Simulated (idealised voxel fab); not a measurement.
process module | voxel transistor to metal
cross-section cut | 165 nm wide | cells 5 nm
A cross-section is a grid of square cells, given in bands from the top down. A band is one or more rows of cells.
Each band's line starts with the height of the band's top and of its bottom, in nm. Then come its materials from left to right, each with its width in nm. One material with "throughout" fills the band from edge to edge. "air" is empty space.
Height 0 is the level under which the wafer as received is all one material. The lowest band goes on downwards, as in "0 down".
A width such as "30 to 40" changes by the same amount from each row of cells to the next, from the band's top row to its bottom row.
"no change" after a step means that no cell of the cross-section changed.
closed voids: empty space of 8 cells or more with no open way to the top, each as width x height at its distance from the left edge, in nm
after a step's settings: what the simulator itself notes on the step
overlay nm, on a step with a mask: how far to the right of its planned place the mask lay; to the left if negative
plan
1 op RECEIVE | material Si
2 op OXIDIZE | depth nm 5
3 op CONFORMAL_DEP | material SiN | thk nm 15
4 op DIRECTIONAL_DEP | material aC | thk nm 10
5 op PATTERN | tone cover | mask id ACTIVE | material resist | width nm 115 | thk nm 25 | overlay nm 0
6 op DIRECTIONAL_ETCH | etch materials aC | depth nm 10
7 op STRIP | etch materials resist
8 op DIRECTIONAL_ETCH | etch materials SiN | depth nm 15
9 op DIRECTIONAL_ETCH | etch materials SiO2 | depth nm 5
10 op DIRECTIONAL_ETCH | etch materials Si | depth nm 25
11 op STRIP | etch materials aC
12 op OXIDIZE | depth nm 5
13 op FILL_DEP | material SiO2 | thk nm 15
14 op CMP | height nm 15
15 op SELECTIVE_ETCH | etch materials SiO2 | depth nm 5
16 op STRIP | etch materials SiN
17 op SELECTIVE_ETCH | etch materials SiO2 | depth nm 5
18 op OXIDIZE | depth nm 5
19 op DIRECTIONAL_DEP | material polySi | thk nm 25
20 op DIRECTIONAL_DEP | material SiCN | thk nm 15
21 op PATTERN | tone cover | mask id GATE | material resist | width nm 35 | thk nm 20 | overlay nm 0
22 op DIRECTIONAL_ETCH | etch materials SiCN | depth nm 25
23 op DIRECTIONAL_ETCH | etch materials polySi | depth nm 35
24 op STRIP | etch materials resist
25 op CONFORMAL_DEP | material SiN | thk nm 5
26 op DIRECTIONAL_ETCH | etch materials SiN | depth nm 5
27 op DIRECTIONAL_ETCH | etch materials SiO2 | depth nm 5
28 op DIRECTIONAL_ETCH | etch materials Si | depth nm 15
29 op EPI | material pSi | thk nm 15
30 op FILL_DEP | material SiO2 | thk nm 10
31 op CMP | height nm 20
32 op STRIP | etch materials polySi
33 op SELECTIVE_ETCH | etch materials SiO2 | depth nm 5
34 op CONFORMAL_DEP | material HfO2 | thk nm 5
35 op CONFORMAL_DEP | material TiN | thk nm 5
36 op FILL_DEP | material W | thk nm 5
37 op CMP | height nm 15
38 op DIRECTIONAL_DEP | material SiO2 | thk nm 15
39 op DIRECTIONAL_DEP | material aC | thk nm 15
40 op PATTERN | tone open | mask id CONTACT | material resist | width nm 15 | pitch nm 80 | thk nm 35 | overlay nm 0
41 op DIRECTIONAL_ETCH | etch materials aC | depth nm 15
42 op STRIP | etch materials resist
43 op DIRECTIONAL_ETCH | etch materials SiO2 | depth nm 40
44 op STRIP | etch materials aC
45 op CONFORMAL_DEP | material TiN | thk nm 5
46 op FILL_DEP | material W | thk nm 10
47 op CMP | height nm 30
48 op CONFORMAL_DEP | material SiCN | thk nm 5
49 op DIRECTIONAL_DEP | material lowk | thk nm 20
50 op PATTERN | tone open | mask id METAL_1 | material resist | width nm 15 | pitch nm 80 | thk nm 15 | overlay nm 0
51 op DIRECTIONAL_ETCH | etch materials lowk | depth nm 20
52 op DIRECTIONAL_ETCH | etch materials SiCN | depth nm 5
53 op STRIP | etch materials resist
54 op CONFORMAL_DEP | material TiN | thk nm 5
55 op FILL_DEP | material Cu | thk nm 5
56 op CMP | height nm 55
57 op CONFORMAL_DEP | material SiCN | thk nm 5
58 op DIRECTIONAL_DEP | material SiO2 | thk nm 35
59 op PATTERN | tone open | mask id METAL_2 | material resist | width nm 15 | pitch nm 80 | thk nm 20 | overlay nm 0
60 op DIRECTIONAL_ETCH | etch materials SiO2 | depth nm 20
61 op STRIP | etch materials resist
62 op MASKED_ETCH | tone open | mask id METAL_2_HOLES | width nm 15 | pitch nm 80 | etch materials SiO2 | depth nm 15 | overlay nm 0
63 op MASKED_ETCH | tone open | mask id METAL_2_HOLES | width nm 15 | pitch nm 80 | etch materials SiCN | depth nm 5 | overlay nm 0
64 op CONFORMAL_DEP | material TiN | thk nm 5
65 op FILL_DEP | material Ru | thk nm 10
66 op CMP | height nm 95
67 op CONFORMAL_DEP | material SiCN | thk nm 5
first wafer, as planned
as received, after step 1
  0 down: Si throughout
  closed voids: none
after step 2
  0 to -5: SiO2 throughout
  below -5: unchanged
after step 3
  15 to 0: SiN throughout
  below 0: unchanged
after step 4
  25 to 15: aC throughout
  below 15: unchanged
after step 5
  50 to 25: air 25 | resist 115 | air 25
  below 25: unchanged
after step 6
  40 to 25: air 25 | resist 115 | air 25
  25 to 15: air 25 | aC 115 | air 25
  below 15: unchanged
after step 7
  25 to 15: air 25 | aC 115 | air 25
  below 15: unchanged
after step 8
  25 to 15: air 25 | aC 115 | air 25
  15 to 0: air 25 | SiN 115 | air 25
  below 0: unchanged
after step 9
  25 to 15: air 25 | aC 115 | air 25
  15 to 0: air 25 | SiN 115 | air 25
  0 to -5: air 25 | SiO2 115 | air 25
  below -5: unchanged
after step 10
  25 to 15: air 25 | aC 115 | air 25
  15 to 0: air 25 | SiN 115 | air 25
  0 to -5: air 25 | SiO2 115 | air 25
  -5 to -30: air 25 | Si 115 | air 25
  below -30: unchanged
after step 11
  15 to 0: air 25 | SiN 115 | air 25
  below 0: unchanged
after step 12
  15 to 0: air 25 | SiN 115 | air 25
  0 to -5: air 25 | SiO2 115 | air 25
  -5 to -30: air 25 | SiO2 5 | Si 105 | SiO2 5 | air 25
  -30 to -35: SiO2 30 | Si 105 | SiO2 30
  below -35: unchanged
after step 13
  30 to 15: SiO2 throughout
  15 to 0: SiO2 25 | SiN 115 | SiO2 25
  0 to -5: SiO2 throughout
  -5 to -35: SiO2 30 | Si 105 | SiO2 30
  below -35: unchanged
after step 14
  15 to 0: SiO2 25 | SiN 115 | SiO2 25
  below 0: unchanged
after step 15
  15 to 10: air 25 | SiN 115 | air 25
  below 10: unchanged
after step 16
  10 to 0: SiO2 25 | air 115 | SiO2 25
  below 0: unchanged
after step 17
  5 to -5: SiO2 20 | air 125 | SiO2 20
  below -5: unchanged
after step 18
  5 to -5: SiO2 20 | air 125 | SiO2 20
  -5 to -10: SiO2 throughout
  below -10: unchanged
after step 19
  30 to 20: polySi 20 | air 125 | polySi 20
  20 to 5: polySi throughout
  5 to -5: SiO2 20 | polySi 125 | SiO2 20
  below -5: unchanged
after step 20
  45 to 35: SiCN 20 | air 125 | SiCN 20
  35 to 30: SiCN throughout
  30 to 20: polySi 20 | SiCN 125 | polySi 20
  below 20: unchanged
after step 21
  65 to 45: air 65 | resist 35 | air 65
  45 to 35: SiCN 20 | air 45 | resist 35 | air 45 | SiCN 20
  below 35: unchanged
after step 22
  65 to 35: air 65 | resist 35 | air 65
  35 to 30: air 65 | SiCN 35 | air 65
  30 to 20: polySi 20 | air 45 | SiCN 35 | air 45 | polySi 20
  below 20: unchanged
after step 23
  65 to 35: air 65 | resist 35 | air 65
  35 to 20: air 65 | SiCN 35 | air 65
  20 to 5: air 65 | polySi 35 | air 65
  5 to -5: SiO2 20 | air 45 | polySi 35 | air 45 | SiO2 20
  below -5: unchanged
after step 24
  35 to 20: air 65 | SiCN 35 | air 65
  below 20: unchanged
after step 25
  40 to 35: air 60 | SiN 45 | air 60
  35 to 20: air 60 | SiN 5 | SiCN 35 | SiN 5 | air 60
  20 to 10: air 60 | SiN 5 | polySi 35 | SiN 5 | air 60
  10 to 5: SiN 25 | air 35 | SiN 5 | polySi 35 | SiN 5 | air 35 | SiN 25
  5 to 0: SiO2 20 | SiN 5 | air 35 | SiN 5 | polySi 35 | SiN 5 | air 35 | SiN 5 | SiO2 20
  0 to -5: SiO2 20 | SiN 45 | polySi 35 | SiN 45 | SiO2 20
  below -5: unchanged
after step 26
  35 to 20: air 60 | SiN 5 | SiCN 35 | SiN 5 | air 60
  20 to 5: air 60 | SiN 5 | polySi 35 | SiN 5 | air 60
  5 to -5: SiO2 20 | SiN 5 | air 35 | SiN 5 | polySi 35 | SiN 5 | air 35 | SiN 5 | SiO2 20
  below -5: unchanged
after step 27
  35 to 20: air 60 | SiN 5 | SiCN 35 | SiN 5 | air 60
  20 to 5: air 60 | SiN 5 | polySi 35 | SiN 5 | air 60
  5 to 0: air 20 | SiN 5 | air 35 | SiN 5 | polySi 35 | SiN 5 | air 35 | SiN 5 | air 20
  0 to -5: SiO2 20 | SiN 5 | air 35 | SiN 5 | polySi 35 | SiN 5 | air 35 | SiN 5 | SiO2 20
  -5 to -10: SiO2 25 | air 35 | SiO2 45 | air 35 | SiO2 25
  below -10: unchanged
after step 28
  35 to 20: air 60 | SiN 5 | SiCN 35 | SiN 5 | air 60
  20 to 5: air 60 | SiN 5 | polySi 35 | SiN 5 | air 60
  5 to 0: air 20 | SiN 5 | air 35 | SiN 5 | polySi 35 | SiN 5 | air 35 | SiN 5 | air 20
  0 to -5: SiO2 20 | SiN 5 | air 35 | SiN 5 | polySi 35 | SiN 5 | air 35 | SiN 5 | SiO2 20
  -5 to -10: SiO2 25 | air 35 | SiO2 45 | air 35 | SiO2 25
  -10 to -25: SiO2 30 | air 30 | Si 45 | air 30 | SiO2 30
  below -25: unchanged
after step 29
  35 to 20: air 60 | SiN 5 | SiCN 35 | SiN 5 | air 60
  20 to 5: air 60 | SiN 5 | polySi 35 | SiN 5 | air 60
  5 to 0: air 20 | SiN 5 | air 20 | pSi 15 | SiN 5 | polySi 35 | SiN 5 | pSi 15 | air 20 | SiN 5 | air 20
  0 to -5: SiO2 20 | SiN 5 | air 20 | pSi 15 | SiN 5 | polySi 35 | SiN 5 | pSi 15 | air 20 | SiN 5 | SiO2 20
  -5 to -10: SiO2 25 | air 20 | pSi 15 | SiO2 45 | pSi 15 | air 20 | SiO2 25
  -10 to -25: SiO2 30 | pSi 30 | Si 45 | pSi 30 | SiO2 30
  below -25: unchanged
after step 30
  45 to 35: SiO2 throughout
  35 to 20: SiO2 60 | SiN 5 | SiCN 35 | SiN 5 | SiO2 60
  20 to 5: SiO2 60 | SiN 5 | polySi 35 | SiN 5 | SiO2 60
  5 to -5: SiO2 20 | SiN 5 | SiO2 20 | pSi 15 | SiN 5 | polySi 35 | SiN 5 | pSi 15 | SiO2 20 | SiN 5 | SiO2 20
  -5 to -10: SiO2 45 | pSi 15 | SiO2 45 | pSi 15 | SiO2 45
  below -10: unchanged
after step 31
  20 to 5: SiO2 60 | SiN 5 | polySi 35 | SiN 5 | SiO2 60
  below 5: unchanged
after step 32
  20 to 5: SiO2 60 | SiN 5 | air 35 | SiN 5 | SiO2 60
  5 to -5: SiO2 20 | SiN 5 | SiO2 20 | pSi 15 | SiN 5 | air 35 | SiN 5 | pSi 15 | SiO2 20 | SiN 5 | SiO2 20
  below -5: unchanged
after step 33
  20 to 15: air 60 | SiN 5 | air 35 | SiN 5 | air 60
  15 to 5: SiO2 60 | SiN 5 | air 35 | SiN 5 | SiO2 60
  5 to -5: SiO2 20 | SiN 5 | SiO2 20 | pSi 15 | SiN 5 | air 35 | SiN 5 | pSi 15 | SiO2 20 | SiN 5 | SiO2 20
  -5 to -10: SiO2 45 | pSi 15 | air 45 | pSi 15 | SiO2 45
  below -10: unchanged
after step 34
  25 to 20: air 55 | HfO2 15 | air 25 | HfO2 15 | air 55
  20 to 15: HfO2 60 | SiN 5 | HfO2 5 | air 25 | HfO2 5 | SiN 5 | HfO2 60
  15 to 5: SiO2 60 | SiN 5 | HfO2 5 | air 25 | HfO2 5 | SiN 5 | SiO2 60
  5 to -5: SiO2 20 | SiN 5 | SiO2 20 | pSi 15 | SiN 5 | HfO2 5 | air 25 | HfO2 5 | SiN 5 | pSi 15 | SiO2 20 | SiN 5 | SiO2 20
  -5 to -10: SiO2 45 | pSi 15 | HfO2 45 | pSi 15 | SiO2 45
  below -10: unchanged
after step 35
  30 to 25: air 50 | TiN 25 | air 15 | TiN 25 | air 50
  25 to 20: TiN 55 | HfO2 15 | TiN 5 | air 15 | TiN 5 | HfO2 15 | TiN 55
  20 to 15: HfO2 60 | SiN 5 | HfO2 5 | TiN 5 | air 15 | TiN 5 | HfO2 5 | SiN 5 | HfO2 60
  15 to 5: SiO2 60 | SiN 5 | HfO2 5 | TiN 5 | air 15 | TiN 5 | HfO2 5 | SiN 5 | SiO2 60
  5 to 0: SiO2 20 | SiN 5 | SiO2 20 | pSi 15 | SiN 5 | HfO2 5 | TiN 5 | air 15 | TiN 5 | HfO2 5 | SiN 5 | pSi 15 | SiO2 20 | SiN 5 | SiO2 20
  0 to -5: SiO2 20 | SiN 5 | SiO2 20 | pSi 15 | SiN 5 | HfO2 5 | TiN 25 | HfO2 5 | SiN 5 | pSi 15 | SiO2 20 | SiN 5 | SiO2 20
  below -5: unchanged
after step 36
  35 to 30: W throughout
  30 to 25: W 50 | TiN 25 | W 15 | TiN 25 | W 50
  25 to 20: TiN 55 | HfO2 15 | TiN 5 | W 15 | TiN 5 | HfO2 15 | TiN 55
  20 to 15: HfO2 60 | SiN 5 | HfO2 5 | TiN 5 | W 15 | TiN 5 | HfO2 5 | SiN 5 | HfO2 60
  15 to 5: SiO2 60 | SiN 5 | HfO2 5 | TiN 5 | W 15 | TiN 5 | HfO2 5 | SiN 5 | SiO2 60
  5 to 0: SiO2 20 | SiN 5 | SiO2 20 | pSi 15 | SiN 5 | HfO2 5 | TiN 5 | W 15 | TiN 5 | HfO2 5 | SiN 5 | pSi 15 | SiO2 20 | SiN 5 | SiO2 20
  below 0: unchanged
after step 37
  15 to 5: SiO2 60 | SiN 5 | HfO2 5 | TiN 5 | W 15 | TiN 5 | HfO2 5 | SiN 5 | SiO2 60
  below 5: unchanged
after step 38
  30 to 15: SiO2 throughout
  below 15: unchanged
after step 39
  45 to 30: aC throughout
  below 30: unchanged
after step 40
  80 to 45: resist 35 | air 15 | resist 65 | air 15 | resist 35
  below 45: unchanged
after step 41
  65 to 45: resist 35 | air 15 | resist 65 | air 15 | resist 35
  45 to 30: aC 35 | air 15 | aC 65 | air 15 | aC 35
  below 30: unchanged
after step 42
  45 to 30: aC 35 | air 15 | aC 65 | air 15 | aC 35
  below 30: unchanged
after step 43
  45 to 30: aC 35 | air 15 | aC 65 | air 15 | aC 35
  30 to 15: SiO2 35 | air 15 | SiO2 65 | air 15 | SiO2 35
  15 to 5: SiO2 35 | air 15 | SiO2 10 | SiN 5 | HfO2 5 | TiN 5 | W 15 | TiN 5 | HfO2 5 | SiN 5 | SiO2 10 | air 15 | SiO2 35
  5 to 0: SiO2 20 | SiN 5 | SiO2 10 | air 10 | pSi 15 | SiN 5 | HfO2 5 | TiN 5 | W 15 | TiN 5 | HfO2 5 | SiN 5 | pSi 15 | air 10 | SiO2 10 | SiN 5 | SiO2 20
  0 to -5: SiO2 20 | SiN 5 | SiO2 10 | air 10 | pSi 15 | SiN 5 | HfO2 5 | TiN 25 | HfO2 5 | SiN 5 | pSi 15 | air 10 | SiO2 10 | SiN 5 | SiO2 20
  -5 to -10: SiO2 35 | air 10 | pSi 15 | HfO2 45 | pSi 15 | air 10 | SiO2 35
  below -10: unchanged
after step 44
  30 to 15: SiO2 35 | air 15 | SiO2 65 | air 15 | SiO2 35
  below 15: unchanged
after step 45
  35 to 30: TiN 40 | air 5 | TiN 75 | air 5 | TiN 40
  30 to 15: SiO2 35 | TiN 5 | air 5 | TiN 5 | SiO2 65 | TiN 5 | air 5 | TiN 5 | SiO2 35
  15 to 10: SiO2 35 | TiN 5 | air 5 | TiN 5 | SiO2 10 | SiN 5 | HfO2 5 | TiN 5 | W 15 | TiN 5 | HfO2 5 | SiN 5 | SiO2 10 | TiN 5 | air 5 | TiN 5 | SiO2 35
  10 to 5: SiO2 35 | TiN 15 | SiO2 10 | SiN 5 | HfO2 5 | TiN 5 | W 15 | TiN 5 | HfO2 5 | SiN 5 | SiO2 10 | TiN 15 | SiO2 35
  5 to 0: SiO2 20 | SiN 5 | SiO2 10 | TiN 10 | pSi 15 | SiN 5 | HfO2 5 | TiN 5 | W 15 | TiN 5 | HfO2 5 | SiN 5 | pSi 15 | TiN 10 | SiO2 10 | SiN 5 | SiO2 20
  0 to -5: SiO2 20 | SiN 5 | SiO2 10 | TiN 10 | pSi 15 | SiN 5 | HfO2 5 | TiN 25 | HfO2 5 | SiN 5 | pSi 15 | TiN 10 | SiO2 10 | SiN 5 | SiO2 20
  -5 to -10: SiO2 35 | TiN 10 | pSi 15 | HfO2 45 | pSi 15 | TiN 10 | SiO2 35
  below -10: unchanged
after step 46
  45 to 35: W throughout
  35 to 30: TiN 40 | W 5 | TiN 75 | W 5 | TiN 40
  30 to 15: SiO2 35 | TiN 5 | W 5 | TiN 5 | SiO2 65 | TiN 5 | W 5 | TiN 5 | SiO2 35
  15 to 10: SiO2 35 | TiN 5 | W 5 | TiN 5 | SiO2 10 | SiN 5 | HfO2 5 | TiN 5 | W 15 | TiN 5 | HfO2 5 | SiN 5 | SiO2 10 | TiN 5 | W 5 | TiN 5 | SiO2 35
  below 10: unchanged
after step 47
  30 to 15: SiO2 35 | TiN 5 | W 5 | TiN 5 | SiO2 65 | TiN 5 | W 5 | TiN 5 | SiO2 35
  below 15: unchanged
after step 48
  35 to 30: SiCN throughout
  below 30: unchanged
after step 49
  55 to 35: lowk throughout
  below 35: unchanged
after step 50
  70 to 55: resist 35 | air 15 | resist 65 | air 15 | resist 35
  below 55: unchanged
after step 51
  70 to 55: resist 35 | air 15 | resist 65 | air 15 | resist 35
  55 to 35: lowk 35 | air 15 | lowk 65 | air 15 | lowk 35
  below 35: unchanged
after step 52
  70 to 55: resist 35 | air 15 | resist 65 | air 15 | resist 35
  55 to 35: lowk 35 | air 15 | lowk 65 | air 15 | lowk 35
  35 to 30: SiCN 35 | air 15 | SiCN 65 | air 15 | SiCN 35
  below 30: unchanged
after step 53
  55 to 35: lowk 35 | air 15 | lowk 65 | air 15 | lowk 35
  below 35: unchanged
after step 54
  60 to 55: TiN 40 | air 5 | TiN 75 | air 5 | TiN 40
  55 to 35: lowk 35 | TiN 5 | air 5 | TiN 5 | lowk 65 | TiN 5 | air 5 | TiN 5 | lowk 35
  35 to 30: SiCN 35 | TiN 15 | SiCN 65 | TiN 15 | SiCN 35
  below 30: unchanged
after step 55
  65 to 60: Cu throughout
  60 to 55: TiN 40 | Cu 5 | TiN 75 | Cu 5 | TiN 40
  55 to 35: lowk 35 | TiN 5 | Cu 5 | TiN 5 | lowk 65 | TiN 5 | Cu 5 | TiN 5 | lowk 35
  below 35: unchanged
after step 56
  55 to 35: lowk 35 | TiN 5 | Cu 5 | TiN 5 | lowk 65 | TiN 5 | Cu 5 | TiN 5 | lowk 35
  below 35: unchanged
after step 57
  60 to 55: SiCN throughout
  below 55: unchanged
after step 58
  95 to 60: SiO2 throughout
  below 60: unchanged
after step 59
  115 to 95: resist 35 | air 15 | resist 65 | air 15 | resist 35
  below 95: unchanged
after step 60
  115 to 95: resist 35 | air 15 | resist 65 | air 15 | resist 35
  95 to 75: SiO2 35 | air 15 | SiO2 65 | air 15 | SiO2 35
  below 75: unchanged
after step 61
  95 to 75: SiO2 35 | air 15 | SiO2 65 | air 15 | SiO2 35
  below 75: unchanged
after step 62
  95 to 60: SiO2 35 | air 15 | SiO2 65 | air 15 | SiO2 35
  below 60: unchanged
after step 63
  95 to 60: SiO2 35 | air 15 | SiO2 65 | air 15 | SiO2 35
  60 to 55: SiCN 35 | air 15 | SiCN 65 | air 15 | SiCN 35
  below 55: unchanged
after step 64
  100 to 95: TiN 40 | air 5 | TiN 75 | air 5 | TiN 40
  95 to 60: SiO2 35 | TiN 5 | air 5 | TiN 5 | SiO2 65 | TiN 5 | air 5 | TiN 5 | SiO2 35
  60 to 55: SiCN 35 | TiN 15 | SiCN 65 | TiN 15 | SiCN 35
  below 55: unchanged
after step 65
  110 to 100: Ru throughout
  100 to 95: TiN 40 | Ru 5 | TiN 75 | Ru 5 | TiN 40
  95 to 60: SiO2 35 | TiN 5 | Ru 5 | TiN 5 | SiO2 65 | TiN 5 | Ru 5 | TiN 5 | SiO2 35
  below 60: unchanged
after step 66
  95 to 60: SiO2 35 | TiN 5 | Ru 5 | TiN 5 | SiO2 65 | TiN 5 | Ru 5 | TiN 5 | SiO2 35
  below 60: unchanged
after step 67
  100 to 95: SiCN throughout
  below 95: unchanged
second wafer: like start, like plan, one mistake. Through step 34 it matches the first wafer
when step 35 should have ended
  30 to 25: air 50 | SiCN 25 | air 15 | SiCN 25 | air 50
  25 to 20: SiCN 55 | HfO2 15 | SiCN 5 | air 15 | SiCN 5 | HfO2 15 | SiCN 55
  20 to 15: HfO2 60 | SiN 5 | HfO2 5 | SiCN 5 | air 15 | SiCN 5 | HfO2 5 | SiN 5 | HfO2 60
  15 to 5: SiO2 60 | SiN 5 | HfO2 5 | SiCN 5 | air 15 | SiCN 5 | HfO2 5 | SiN 5 | SiO2 60
  5 to 0: SiO2 20 | SiN 5 | SiO2 20 | pSi 15 | SiN 5 | HfO2 5 | SiCN 5 | air 15 | SiCN 5 | HfO2 5 | SiN 5 | pSi 15 | SiO2 20 | SiN 5 | SiO2 20
  0 to -5: SiO2 20 | SiN 5 | SiO2 20 | pSi 15 | SiN 5 | HfO2 5 | SiCN 25 | HfO2 5 | SiN 5 | pSi 15 | SiO2 20 | SiN 5 | SiO2 20
  below -5: unchanged
when step 36 should have ended
  35 to 30: W throughout
  30 to 25: W 50 | SiCN 25 | W 15 | SiCN 25 | W 50
  25 to 20: SiCN 55 | HfO2 15 | SiCN 5 | W 15 | SiCN 5 | HfO2 15 | SiCN 55
  20 to 15: HfO2 60 | SiN 5 | HfO2 5 | SiCN 5 | W 15 | SiCN 5 | HfO2 5 | SiN 5 | HfO2 60
  15 to 5: SiO2 60 | SiN 5 | HfO2 5 | SiCN 5 | W 15 | SiCN 5 | HfO2 5 | SiN 5 | SiO2 60
  5 to 0: SiO2 20 | SiN 5 | SiO2 20 | pSi 15 | SiN 5 | HfO2 5 | SiCN 5 | W 15 | SiCN 5 | HfO2 5 | SiN 5 | pSi 15 | SiO2 20 | SiN 5 | SiO2 20
  below 0: unchanged
when step 37 should have ended
  15 to 5: SiO2 60 | SiN 5 | HfO2 5 | SiCN 5 | W 15 | SiCN 5 | HfO2 5 | SiN 5 | SiO2 60
  below 5: unchanged
when step 38 should have ended
  30 to 15: SiO2 throughout
  below 15: unchanged
when step 39 should have ended
  45 to 30: aC throughout
  below 30: unchanged
when step 40 should have ended
  80 to 45: resist 35 | air 15 | resist 65 | air 15 | resist 35
  below 45: unchanged
when step 41 should have ended
  65 to 45: resist 35 | air 15 | resist 65 | air 15 | resist 35
  45 to 30: aC 35 | air 15 | aC 65 | air 15 | aC 35
  below 30: unchanged
when step 42 should have ended
  45 to 30: aC 35 | air 15 | aC 65 | air 15 | aC 35
  below 30: unchanged
when step 43 should have ended
  45 to 30: aC 35 | air 15 | aC 65 | air 15 | aC 35
  30 to 15: SiO2 35 | air 15 | SiO2 65 | air 15 | SiO2 35
  15 to 5: SiO2 35 | air 15 | SiO2 10 | SiN 5 | HfO2 5 | SiCN 5 | W 15 | SiCN 5 | HfO2 5 | SiN 5 | SiO2 10 | air 15 | SiO2 35
  5 to 0: SiO2 20 | SiN 5 | SiO2 10 | air 10 | pSi 15 | SiN 5 | HfO2 5 | SiCN 5 | W 15 | SiCN 5 | HfO2 5 | SiN 5 | pSi 15 | air 10 | SiO2 10 | SiN 5 | SiO2 20
  0 to -5: SiO2 20 | SiN 5 | SiO2 10 | air 10 | pSi 15 | SiN 5 | HfO2 5 | SiCN 25 | HfO2 5 | SiN 5 | pSi 15 | air 10 | SiO2 10 | SiN 5 | SiO2 20
  -5 to -10: SiO2 35 | air 10 | pSi 15 | HfO2 45 | pSi 15 | air 10 | SiO2 35
  below -10: unchanged
when step 44 should have ended
  30 to 15: SiO2 35 | air 15 | SiO2 65 | air 15 | SiO2 35
  below 15: unchanged
when step 45 should have ended
  35 to 30: TiN 40 | air 5 | TiN 75 | air 5 | TiN 40
  30 to 15: SiO2 35 | TiN 5 | air 5 | TiN 5 | SiO2 65 | TiN 5 | air 5 | TiN 5 | SiO2 35
  15 to 10: SiO2 35 | TiN 5 | air 5 | TiN 5 | SiO2 10 | SiN 5 | HfO2 5 | SiCN 5 | W 15 | SiCN 5 | HfO2 5 | SiN 5 | SiO2 10 | TiN 5 | air 5 | TiN 5 | SiO2 35
  10 to 5: SiO2 35 | TiN 15 | SiO2 10 | SiN 5 | HfO2 5 | SiCN 5 | W 15 | SiCN 5 | HfO2 5 | SiN 5 | SiO2 10 | TiN 15 | SiO2 35
  5 to 0: SiO2 20 | SiN 5 | SiO2 10 | TiN 10 | pSi 15 | SiN 5 | HfO2 5 | SiCN 5 | W 15 | SiCN 5 | HfO2 5 | SiN 5 | pSi 15 | TiN 10 | SiO2 10 | SiN 5 | SiO2 20
  0 to -5: SiO2 20 | SiN 5 | SiO2 10 | TiN 10 | pSi 15 | SiN 5 | HfO2 5 | SiCN 25 | HfO2 5 | SiN 5 | pSi 15 | TiN 10 | SiO2 10 | SiN 5 | SiO2 20
  -5 to -10: SiO2 35 | TiN 10 | pSi 15 | HfO2 45 | pSi 15 | TiN 10 | SiO2 35
  below -10: unchanged
when step 46 should have ended
  45 to 35: W throughout
  35 to 30: TiN 40 | W 5 | TiN 75 | W 5 | TiN 40
  30 to 15: SiO2 35 | TiN 5 | W 5 | TiN 5 | SiO2 65 | TiN 5 | W 5 | TiN 5 | SiO2 35
  15 to 10: SiO2 35 | TiN 5 | W 5 | TiN 5 | SiO2 10 | SiN 5 | HfO2 5 | SiCN 5 | W 15 | SiCN 5 | HfO2 5 | SiN 5 | SiO2 10 | TiN 5 | W 5 | TiN 5 | SiO2 35
  below 10: unchanged
when step 47 should have ended
  30 to 15: SiO2 35 | TiN 5 | W 5 | TiN 5 | SiO2 65 | TiN 5 | W 5 | TiN 5 | SiO2 35
  below 15: unchanged
when step 48 should have ended
  35 to 30: SiCN throughout
  below 30: unchanged
when step 49 should have ended
  55 to 35: lowk throughout
  below 35: unchanged
when step 50 should have ended
  70 to 55: resist 35 | air 15 | resist 65 | air 15 | resist 35
  below 55: unchanged
when step 51 should have ended
  70 to 55: resist 35 | air 15 | resist 65 | air 15 | resist 35
  55 to 35: lowk 35 | air 15 | lowk 65 | air 15 | lowk 35
  below 35: unchanged
when step 52 should have ended
  70 to 55: resist 35 | air 15 | resist 65 | air 15 | resist 35
  55 to 35: lowk 35 | air 15 | lowk 65 | air 15 | lowk 35
  35 to 30: SiCN 35 | air 15 | SiCN 65 | air 15 | SiCN 35
  below 30: unchanged
when step 53 should have ended
  55 to 35: lowk 35 | air 15 | lowk 65 | air 15 | lowk 35
  below 35: unchanged
when step 54 should have ended
  60 to 55: TiN 40 | air 5 | TiN 75 | air 5 | TiN 40
  55 to 35: lowk 35 | TiN 5 | air 5 | TiN 5 | lowk 65 | TiN 5 | air 5 | TiN 5 | lowk 35
  35 to 30: SiCN 35 | TiN 15 | SiCN 65 | TiN 15 | SiCN 35
  below 30: unchanged
when step 55 should have ended
  65 to 60: Cu throughout
  60 to 55: TiN 40 | Cu 5 | TiN 75 | Cu 5 | TiN 40
  55 to 35: lowk 35 | TiN 5 | Cu 5 | TiN 5 | lowk 65 | TiN 5 | Cu 5 | TiN 5 | lowk 35
  below 35: unchanged
when step 56 should have ended
  55 to 35: lowk 35 | TiN 5 | Cu 5 | TiN 5 | lowk 65 | TiN 5 | Cu 5 | TiN 5 | lowk 35
  below 35: unchanged
when step 57 should have ended
  60 to 55: SiCN throughout
  below 55: unchanged
when step 58 should have ended
  95 to 60: SiO2 throughout
  below 60: unchanged
when step 59 should have ended
  115 to 95: resist 35 | air 15 | resist 65 | air 15 | resist 35
  below 95: unchanged
when step 60 should have ended
  115 to 95: resist 35 | air 15 | resist 65 | air 15 | resist 35
  95 to 75: SiO2 35 | air 15 | SiO2 65 | air 15 | SiO2 35
  below 75: unchanged
when step 61 should have ended
  95 to 75: SiO2 35 | air 15 | SiO2 65 | air 15 | SiO2 35
  below 75: unchanged
when step 62 should have ended
  95 to 60: SiO2 35 | air 15 | SiO2 65 | air 15 | SiO2 35
  below 60: unchanged
when step 63 should have ended
  95 to 60: SiO2 35 | air 15 | SiO2 65 | air 15 | SiO2 35
  60 to 55: SiCN 35 | air 15 | SiCN 65 | air 15 | SiCN 35
  below 55: unchanged
when step 64 should have ended
  100 to 95: TiN 40 | air 5 | TiN 75 | air 5 | TiN 40
  95 to 60: SiO2 35 | TiN 5 | air 5 | TiN 5 | SiO2 65 | TiN 5 | air 5 | TiN 5 | SiO2 35
  60 to 55: SiCN 35 | TiN 15 | SiCN 65 | TiN 15 | SiCN 35
  below 55: unchanged
when step 65 should have ended
  110 to 100: Ru throughout
  100 to 95: TiN 40 | Ru 5 | TiN 75 | Ru 5 | TiN 40
  95 to 60: SiO2 35 | TiN 5 | Ru 5 | TiN 5 | SiO2 65 | TiN 5 | Ru 5 | TiN 5 | SiO2 35
  below 60: unchanged
when step 66 should have ended
  95 to 60: SiO2 35 | TiN 5 | Ru 5 | TiN 5 | SiO2 65 | TiN 5 | Ru 5 | TiN 5 | SiO2 35
  below 60: unchanged
when step 67 should have ended
  100 to 95: SiCN throughout
  below 95: unchanged
what went wrong: step 35 ran as: op CONFORMAL_DEP | material SiCN | thk nm 5
at the end the second wafer has, in cells: 11 more of SiCN | 11 fewer of TiN
